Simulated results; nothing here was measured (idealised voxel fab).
process module | voxel tone inversion
cross-section cut | 265 nm wide | cells 5 nm
A cross-section is a grid of square cells, given in bands from the top down. A band is one or more rows of cells.
Each band's line starts with the height of the band's top and of its bottom, in nm. Then come its materials from left to right, each with its width in nm. One material with "throughout" fills the band from edge to edge. "air" is empty space.
Height 0 is the level under which the wafer as received is all one material. The lowest band goes on downwards, as in "0 down".
A width such as "30 to 40" changes by the same amount from each row of cells to the next, from the band's top row to its bottom row.
"no change" after a step means that no cell of the cross-section changed.
closed voids: empty space of 8 cells or more with no open way to the top, each as width x height at its distance from the left edge, in nm
after a step's settings: what the simulator itself notes on the step
overlay nm, on a step with a mask: how far to the right of its planned place the mask lay; to the left if negative
plan
1 op RECEIVE | material Si
2 op CONFORMAL_DEP | material SiCN | thk nm 5
3 op DIRECTIONAL_DEP | material aC | thk nm 20
4 op PATTERN | tone cover | mask id POSTS | material resist | width nm 15 | pitch nm 35 | thk nm 25 | overlay nm 0
5 op DIRECTIONAL_ETCH | etch materials aC | depth nm 20
6 op STRIP | etch materials resist
7 op FILL_DEP | material SiO2 | thk nm 5
8 op CMP | height nm 15
9 op STRIP | etch materials aC
varied across the wafers: height nm of step 8. The plan shows the first wafer's value. All wafers start alike
first wafer as received, after step 1
  0 down: Si throughout
  closed voids: none
first wafer at the end, after step 9
  15 to 5: SiO2 105 | air 15 | SiO2 20 | air 15 | SiO2 110
  5 to 0: SiCN throughout
  0 down: Si throughout
  closed voids: none
last wafer at the end
  30 to 25: SiO2 throughout
  25 to 5: SiO2 105 | aC 15 | SiO2 20 | aC 15 | SiO2 110
  5 to 0: SiCN throughout
  0 down: Si throughout
  closed voids: none
each wafer at the end: cells of each material gained (+) or lost (-) since it was received, then its closed voids
height nm 15 | +53 SiCN | +94 SiO2 | closed voids: none
height nm 20 | +53 SiCN | +141 SiO2 | closed voids: none
height nm 25 | +53 SiCN | +188 SiO2 | closed voids: none
height nm 30 | +53 SiCN | +241 SiO2 | +24 aC | closed voids: none
